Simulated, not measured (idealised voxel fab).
The document below concerns the process module designated voxel transistor to metal.
In the cross-section labelled cut, the width is 205 nm and each square cell is 5 nm.
Cross-section layout: square cells on a grid; listed as bands, top to bottom; a band spans one or more cell rows. Each band's line starts with the height of the band's top and of its bottom, in nm. Then come its materials from left to right, each with its width in nm. One material with "everywhere" fills the band from edge to edge. "air" is empty space. Heights are reckoned from 0. Under this level, the received wafer is all of one material. The bottommost band is open-ended downward, for example "from 0 down". Graded width ("30 to 40"): value in top row of band = first number; value in bottom row = second number; row-to-row change constant. No cell of the cross-section changed in a step that is given as "remains unaltered". "Enclosed void catalog": empty spaces of 8 cells or more with no open way to the top, each given as width x height at distance, distance from the left edge, all in nm. Where a step's line continues beyond its settings, the continuation is a remark by the simulator itself on that step. You can add "overlay nm" to a step's line. For a step with a mask, it describes how far the mask lay to the right of its planned position, and a negative number describes a lay to the left.
## Process steps (planned)
- 1: RECEIVE (material Si)
- 2: OXIDIZE (depth nm 5)
- 3: CONFORMAL_DEP (material SiN; thk nm 15)
- 4: PATTERN (tone cover; mask id ACTIVE; material resist; width nm 105; thk nm 20; overlay nm 0)
- 5: DIRECTIONAL_ETCH (etch materials SiN; depth nm 15)
- 6: DIRECTIONAL_ETCH (etch materials SiO2; depth nm 5)
- 7: DIRECTIONAL_ETCH (etch materials Si; depth nm 35)
- 8: STRIP (etch materials resist)
- 9: FILL_DEP (material SiO2; thk nm 10)
- 10: CMP (height nm 15)
- 11: SELECTIVE_ETCH (etch materials SiO2; depth nm 15)
- 12: STRIP (etch materials SiN)
- 13: SELECTIVE_ETCH (etch materials SiO2; depth nm 5)
- 14: OXIDIZE (depth nm 5)
- 15: DIRECTIONAL_DEP (material polySi; thk nm 20)
- 16: DIRECTIONAL_DEP (material SiCN; thk nm 15)
- 17: MASKED_ETCH (tone cover; mask id GATE; width nm 35; etch materials SiCN; depth nm 25; overlay nm 0)
- 18: MASKED_ETCH (tone cover; mask id GATE; width nm 35; etch materials polySi; depth nm 30; overlay nm 0)
- 19: CONFORMAL_DEP (material SiN; thk nm 10)
- 20: DIRECTIONAL_ETCH (etch materials SiN; depth nm 10)
- 21: DIRECTIONAL_ETCH (etch materials SiO2; depth nm 5)
- 22: DIRECTIONAL_ETCH (etch materials Si; depth nm 10)
- 23: EPI (material SiGe; thk nm 10)
- 24: FILL_DEP (material SiO2; thk nm 5)
- 25: CMP (height nm 15)
- 26: STRIP (etch materials polySi)
- 27: SELECTIVE_ETCH (etch materials SiO2; depth nm 5)
- 28: CONFORMAL_DEP (material HfO2; thk nm 5)
- 29: CONFORMAL_DEP (material TiN; thk nm 5)
- 30: FILL_DEP (material W; thk nm 5)
- 31: CMP (height nm 10)
- 32: DIRECTIONAL_DEP (material SiO2; thk nm 10)
- 33: MASKED_ETCH (tone open; mask id CONTACT; width nm 15; pitch nm 80; etch materials SiO2; depth nm 30; overlay nm 0)
- 34: CONFORMAL_DEP (material TiN; thk nm 5)
- 35: FILL_DEP (material W; thk nm 10)
- 36: CMP (height nm 20)
- 37: CONFORMAL_DEP (material SiCN; thk nm 5)
- 38: DIRECTIONAL_DEP (material SiO2; thk nm 20)
- 39: DIRECTIONAL_DEP (material aC; thk nm 15)
- 40: PATTERN (tone open; mask id METAL_1; material resist; width nm 15; pitch nm 80; thk nm 30; overlay nm 0)
- 41: DIRECTIONAL_ETCH (etch materials aC; depth nm 15)
- 42: STRIP (etch materials resist)
- 43: DIRECTIONAL_ETCH (etch materials SiO2; depth nm 20)
- 44: DIRECTIONAL_ETCH (etch materials SiCN; depth nm 5)
- 45: STRIP (etch materials aC)
- 46: CONFORMAL_DEP (material TiN; thk nm 5)
- 47: FILL_DEP (material W; thk nm 5)
- 48: CMP (height nm 45)
- 49: EPI (material Ru; thk nm 5)
- 50: FILL_DEP (material SiCN; thk nm 5)
- 51: DIRECTIONAL_DEP (material SiO2; thk nm 25)
- 52: DIRECTIONAL_DEP (material aC; thk nm 15)
- 53: PATTERN (tone open; mask id METAL_2; material resist; width nm 15; pitch nm 80; thk nm 35; overlay nm 0)
- 54: DIRECTIONAL_ETCH (etch materials aC; depth nm 15)
- 55: STRIP (etch materials resist)
- 56: DIRECTIONAL_ETCH (etch materials SiO2; depth nm 15)
- 57: STRIP (etch materials aC)
- 58: PATTERN (tone open; mask id METAL_2_HOLES; material resist; width nm 15; pitch nm 80; thk nm 20; overlay nm 0)
- 59: DIRECTIONAL_ETCH (etch materials SiO2; depth nm 10)
- 60: DIRECTIONAL_ETCH (etch materials SiCN; depth nm 5)
- 61: STRIP (etch materials resist)
- 62: CONFORMAL_DEP (material TiN; thk nm 5)
- 63: FILL_DEP (material Ru; thk nm 5)
- 64: CMP (height nm 80)
- 65: CONFORMAL_DEP (material SiCN; thk nm 5)
## Cross-section: wafer on arrival = after step 1
* from 0 down  Si everywhere
* Enclosed void catalog: none
## Post-module cross-section: identical start and plan to those above, one misstep in execution
* from 85 to 80  SiCN everywhere
* from 80 to 55  55 nm SiO2 / 5 nm TiN / 5 nm Ru / 5 nm TiN / 65 nm SiO2 / 5 nm TiN / 5 nm Ru / 5 nm TiN / 55 nm SiO2
* from 55 to 50  55 nm SiCN / 15 nm TiN / 65 nm SiCN / 15 nm TiN / 55 nm SiCN
* from 50 to 45  50 nm SiCN / 25 nm Ru / 55 nm SiCN / 25 nm Ru / 50 nm SiCN
* from 45 to 25  55 nm SiO2 / 5 nm TiN / 5 nm W / 5 nm TiN / 65 nm SiO2 / 5 nm TiN / 5 nm W / 5 nm TiN / 55 nm SiO2
* from 25 to 20  55 nm SiCN / 15 nm TiN / 65 nm SiCN / 15 nm TiN / 55 nm SiCN
* from 20 to 10  SiCN everywhere
* from 10 to 0  75 nm SiO2 / 10 nm SiN / 5 nm HfO2 / 5 nm TiN / 15 nm W / 5 nm TiN / 5 nm HfO2 / 10 nm SiN / 75 nm SiO2
* from 0 to -5  65 nm SiO2 / 10 nm SiGe / 10 nm SiN / 5 nm HfO2 / 25 nm TiN / 5 nm HfO2 / 10 nm SiN / 10 nm SiGe / 65 nm SiO2
* from -5 to -10  65 nm SiO2 / 10 nm SiGe / 5 nm SiO2 / 45 nm HfO2 / 5 nm SiO2 / 10 nm SiGe / 65 nm SiO2
* from -10 to -20  50 nm SiO2 / 25 nm SiGe / 55 nm Si / 25 nm SiGe / 50 nm SiO2
* from -20 to -40  50 nm SiO2 / 105 nm Si / 50 nm SiO2
* from -40 down  Si everywhere
* Enclosed void catalog: none
what went wrong: in deviation from the planned setting, step 32 was conducted as DIRECTIONAL_DEP (material SiCN; thk nm 10)
